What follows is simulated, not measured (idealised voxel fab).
The process module that follows is named voxel gate over fins.
Square cell edge 5 nm, section width 250 nm, ID cut.
Cross-section, as written here: a square-cell grid given band by band from the top down, where a band holds one or more rows of cells. The band entry comprises the height of the band's top followed by the height of its bottom, expressed in nm, and subsequently the band's materials from left to right, each stated together with its width in nm. Where a single material is marked with the word "everywhere", that material fills the band from edge to edge. The word "blank" represents empty space. Height 0 is the level under which the wafer as received is all one material. The lowest band goes on downwards, as in "0 down". With a width like "30->40", each row of cells in the band differs from the next by the same amount, the top row carrying the first number and the bottom row the second. Where a step carries "no alterations made", the cross-section came out of it unchanged, cell for cell. If an empty space has no open way to the top and is at least 8 cells in size, "Enclosed empty spaces" lists it, written width x height at distance, where distance is measured from the left edge and every value is in nm. On each step's line, the part that comes after the settings is the simulator's own comment on the step. overlay nm, on a step with a mask: how far to the right of its planned place the mask lay; to the left if negative.

# Set out below are the planned steps of the process
1. RECEIVE (material Si)
2. CONFORMAL_DEP (material SiN; thk nm 5)
3. MASKED_ETCH (tone cover; mask id FINS; width nm 15; pitch nm 35; etch materials SiN; depth nm 5; overlay nm 0)
4. MASKED_ETCH (tone cover; mask id FINS; width nm 15; pitch nm 35; etch materials Si; depth nm 40; overlay nm 0)
5. FILL_DEP (material SiO2; thk nm 10)
6. CMP (height nm 5)
7. SELECTIVE_ETCH (etch materials SiO2; depth nm 15)
8. STRIP (etch materials SiN)
9. CONFORMAL_DEP (material HfO2; thk nm 5)
10. CONFORMAL_DEP (material TiN; thk nm 5)
11. FILL_DEP (material W; thk nm 10)
12. CMP (height nm 15)
13. CONFORMAL_DEP (material SiCN; thk nm 10)

# First of two wafers: run as planned

# The cross-section here shows the wafer as received, i.e. in its state after step 1
> 0 down | Si everywhere
> Enclosed empty spaces: none

# Wafer section view after processing step 2
> 5 to 0 | SiN everywhere
> Heights below 0 show no change.

# Wafer section view after processing step 3
> 5 to 0 | blank=100 | SiN=15 | blank=20 | SiN=15 | blank=100
> Heights below 0 show no change.

# Wafer section view after processing step 4
> 5 to 0 | blank=100 | SiN=15 | blank=20 | SiN=15 | blank=100
> 0 to -40 | blank=100 | Si=15 | blank=20 | Si=15 | blank=100
> Heights below -40 show no change.

# Wafer section view after processing step 5
> 15 to 5 | SiO2 everywhere
> 5 to 0 | SiO2=100 | SiN=15 | SiO2=20 | SiN=15 | SiO2=100
> 0 to -40 | SiO2=100 | Si=15 | SiO2=20 | Si=15 | SiO2=100
> Heights below -40 show no change.

# Wafer section view after processing step 6
> 5 to 0 | SiO2=100 | SiN=15 | SiO2=20 | SiN=15 | SiO2=100
> Heights below 0 show no change.

# Wafer section view after processing step 7
> 5 to 0 | blank=100 | SiN=15 | blank=20 | SiN=15 | blank=100
> 0 to -10 | blank=100 | Si=15 | blank=20 | Si=15 | blank=100
> Heights below -10 show no change.

# Wafer section view after processing step 8
> 0 to -10 | blank=100 | Si=15 | blank=20 | Si=15 | blank=100
> Heights below -10 show no change.

# Wafer section view after processing step 9
> 5 to 0 | blank=95 | HfO2=25 | blank=10 | HfO2=25 | blank=95
> 0 to -5 | blank=95 | HfO2=5 | Si=15 | HfO2=5 | blank=10 | HfO2=5 | Si=15 | HfO2=5 | blank=95
> -5 to -10 | HfO2=100 | Si=15 | HfO2=20 | Si=15 | HfO2=100
> Heights below -10 show no change.

# Wafer section view after processing step 10
> 10 to 5 | blank=90 | TiN=70 | blank=90
> 5 to 0 | blank=90 | TiN=5 | HfO2=25 | TiN=10 | HfO2=25 | TiN=5 | blank=90
> 0 to -5 | TiN=95 | HfO2=5 | Si=15 | HfO2=5 | TiN=10 | HfO2=5 | Si=15 | HfO2=5 | TiN=95
> Heights below -5 show no change.

# Wafer section view after processing step 11
> 20 to 10 | W everywhere
> 10 to 5 | W=90 | TiN=70 | W=90
> 5 to 0 | W=90 | TiN=5 | HfO2=25 | TiN=10 | HfO2=25 | TiN=5 | W=90
> Heights below 0 show no change.

# Wafer section view after processing step 12
> 15 to 10 | W everywhere
> Heights below 10 show no change.

# Wafer section view after processing step 13
> 25 to 15 | SiCN everywhere
> Heights below 15 show no change.

# Wafer two. Same start, same plan, one slip in execution. Same as wafer one through step 8, inclusive

# Second wafer, cut view, end of step 9 per plan
> 5 to 0 | blank=95 | SiN=25 | blank=10 | SiN=25 | blank=95
> 0 to -5 | blank=95 | SiN=5 | Si=15 | SiN=5 | blank=10 | SiN=5 | Si=15 | SiN=5 | blank=95
> -5 to -10 | SiN=100 | Si=15 | SiN=20 | Si=15 | SiN=100
> Heights below -10 show no change.

# Second wafer, cut view, end of step 10 per plan
> 10 to 5 | blank=90 | TiN=70 | blank=90
> 5 to 0 | blank=90 | TiN=5 | SiN=25 | TiN=10 | SiN=25 | TiN=5 | blank=90
> 0 to -5 | TiN=95 | SiN=5 | Si=15 | SiN=5 | TiN=10 | SiN=5 | Si=15 | SiN=5 | TiN=95
> Heights below -5 show no change.

# Second wafer, cut view, end of step 11 per plan
> 20 to 10 | W everywhere
> 10 to 5 | W=90 | TiN=70 | W=90
> 5 to 0 | W=90 | TiN=5 | SiN=25 | TiN=10 | SiN=25 | TiN=5 | W=90
> Heights below 0 show no change.

# Second wafer, cut view, end of step 12 per plan
> 15 to 10 | W everywhere
> Heights below 10 show no change.

# Second wafer, cut view, end of step 13 per plan
> 25 to 15 | SiCN everywhere
> Heights below 15 show no change.
Against the plan, the run slipped here: step 9 was run on a setting that differed from the plan, and what really ran there is CONFORMAL_DEP (material SiN; thk nm 5)
End of process, cell counts, second wafer against first, materials with more or fewer: 58 fewer of HfO2 | 58 more of SiN
